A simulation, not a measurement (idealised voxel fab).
The document below concerns the process module designated voxel self aligned vias.
The cross-section shown here is cut; it is 220 nm wide and divided into square cells measuring 5 nm on a side.
Heads up, the way a cross-section reads in here is a grid of square cells, handed over as bands from the top down, with every band being one or more rows of cells.
Band entry format. Leading values: height of top, height of bottom, nm. Remainder: materials in left-to-right order, each with its width in nm. Special words: "edge to edge" on a single material, which then fills the band edge to edge; "air", empty space.
Height is counted from the level 0, under which the received wafer is composed throughout of one material. The lowest of the bands is not closed at the bottom but continues downward, in the notation "z 0 and below".
It should be noted that a width expressed as "30 to 40" varies in equal increments from row to row of cells within the band, taking the value of the first number at the top row and that of the second number at the bottom row.
The designation "identical to before", where it is given for a processing step, indicates that no cell of the cross-section was altered in the course of that step.
Basically, "Internal closed voids" tells you about the enclosed voids: empty spaces with no open way to the top, 8 cells or bigger, each written width x height at distance, where distance is from the left edge, all in nm.
Where a step's line continues beyond its settings, the continuation is a remark by the simulator itself on that step.
overlay nm: on a step with a mask, how far right of its planned place the mask lay; negative means left.

-- Process steps foreseen in the plan
1,RECEIVE,material Si
2,CONFORMAL_DEP,material SiO2,thk nm 15
3,CONFORMAL_DEP,material SiCN,thk nm 5
4,DIRECTIONAL_DEP,material lowk,thk nm 20
5,DIRECTIONAL_DEP,material aC,thk nm 10
6,PATTERN,tone open,mask id LINES,material resist,width nm 20,pitch nm 50,thk nm 25,overlay nm 0
7,DIRECTIONAL_ETCH,etch materials aC,depth nm 10
8,STRIP,etch materials resist
9,DIRECTIONAL_ETCH,etch materials lowk,depth nm 20
10,STRIP,etch materials aC
11,CONFORMAL_DEP,material TiN,thk nm 5
12,FILL_DEP,material W,thk nm 10
13,CMP,height nm 40
14,SELECTIVE_ETCH,etch materials W Ru TiN,depth nm 10
15,FILL_DEP,material SiN,thk nm 5
16,CMP,height nm 40
17,DIRECTIONAL_DEP,material lowk,thk nm 15
18,PATTERN,tone open,mask id VIAS,material resist,width nm 30,pitch nm 50,thk nm 15,overlay nm 0
19,DIRECTIONAL_ETCH,etch materials lowk,depth nm 15
20,DIRECTIONAL_ETCH,etch materials SiN,depth nm 10
21,STRIP,etch materials resist
22,CONFORMAL_DEP,material TiN,thk nm 5
23,FILL_DEP,material W,thk nm 10
24,CMP,height nm 55
25,CONFORMAL_DEP,material SiCN,thk nm 5

-- Wafer at receipt (post step 1), cross-section
> z 0 and below: Si edge to edge
> Internal closed voids: none

-- This is how the wafer looks in cross-section once the module is done, given the starting state and plan above and one mistake in carrying the plan out
> z 60 to 55: SiCN edge to edge
> z 55 to 45: lowk: 45 / TiN: 5 / W: 20 / TiN: 5 / lowk: 20 / TiN: 5 / W: 20 / TiN: 5 / lowk: 20 / TiN: 5 / W: 20 / TiN: 5 / lowk: 45
> z 45 to 40: lowk: 45 / TiN: 30 / lowk: 20 / TiN: 30 / lowk: 20 / TiN: 30 / lowk: 45
> z 40 to 30: SiN: 45 / TiN: 5 / lowk: 20 / TiN: 5 / SiN: 20 / TiN: 5 / lowk: 20 / TiN: 5 / SiN: 20 / TiN: 5 / lowk: 20 / TiN: 5 / SiN: 45
> z 30 to 25: W: 45 / TiN: 5 / lowk: 20 / TiN: 5 / W: 20 / TiN: 5 / lowk: 20 / TiN: 5 / W: 20 / TiN: 5 / lowk: 20 / TiN: 5 / W: 45
> z 25 to 20: TiN: 50 / lowk: 20 / TiN: 30 / lowk: 20 / TiN: 30 / lowk: 20 / TiN: 50
> z 20 to 15: SiCN edge to edge
> z 15 to 0: SiO2 edge to edge
> z 0 and below: Si edge to edge
> Internal closed voids: none
Diagnosis: so step 6 ended up running with a different setting than we planned, it ran as PATTERN,tone cover,mask id LINES,material resist,width nm 20,pitch nm 50,thk nm 25,overlay nm 0
